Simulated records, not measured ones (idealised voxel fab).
A process module follows: voxel ribs on slabs.
The figure presents cross-section cut, which has a width of 155 nm and is divided into square cells with an edge length of 5 nm.
Cross-section spec: square-cell grid; bands listed top down; each band is one or more rows. For a band, the entry starts with two heights in nm, that of the top and then that of the bottom, and carries on with the band's materials in order from left to right, each alongside its width in nm; the word "edge to edge" beside a single material means it fills the band edge to edge, and "blank" means empty space. Zero point of the height axis is 0; under it, received wafer = one material. Lowest band: continues down indefinitely, "top 0, no bottom". The two numbers in a width such as "30->40" mark its ends across the band: the first belongs to the top row of cells, the second to the bottom row, and from each row to the next the width moves by the same amount. No cell of the cross-section changed in a step that is given as "no modifications". "Entrapped voids" - sealed voids, min. 8 cells, no opening to top; format: width x height at distance (distance from left edge; nm throughout). Formally, on a step line, whatever follows the settings is a remark that the simulator itself makes on the step. overlay nm: step with mask; distance mask lay right of planned place; negative value = left of planned place.

-- This section lists the process steps that were planned
1) RECEIVE with material Si
2) DIRECTIONAL_DEP with material SiO2, thk nm 20
3) DIRECTIONAL_DEP with material SiN, thk nm 20
4) PATTERN with tone cover, mask id RIB, material resist, width nm 15, thk nm 15, overlay nm 0
5) DIRECTIONAL_ETCH with etch materials SiN, depth nm 10
6) STRIP with etch materials resist
7) MASKED_ETCH with tone cover, mask id SLAB, width nm 75, etch materials SiN, depth nm 10, overlay nm 0
8) FILL_DEP with material SiO2, thk nm 25
9) CMP with height nm 50
10) DIRECTIONAL_DEP with material TiN, thk nm 5
11) PATTERN with tone cover, mask id HEATER, material resist, width nm 25, thk nm 20, overlay nm 0
12) DIRECTIONAL_ETCH with etch materials TiN, depth nm 5
13) STRIP with etch materials resist
14) CONFORMAL_DEP with material SiN, thk nm 10
Keep in mind the plan's value for the height nm of step 9 comes from the first wafer; the wafers don't share that setting, but they do share the same starting point.

-- Here's the first of the wafers in cross-section, just as we got it, i.e. after step 1
top 0, no bottom = Si edge to edge
Entrapped voids: none

-- Per wafer (row), end of module: delta in cells per material since receipt, (+) for gained, (-) for lost; closed voids after that
height nm 50; +102 SiN; +274 SiO2; +5 TiN; Entrapped voids: none
height nm 55; +102 SiN; +305 SiO2; +5 TiN; Entrapped voids: none
height nm 60; +102 SiN; +336 SiO2; +5 TiN; Entrapped voids: none
height nm 65; +102 SiN; +367 SiO2; +5 TiN; Entrapped voids: none
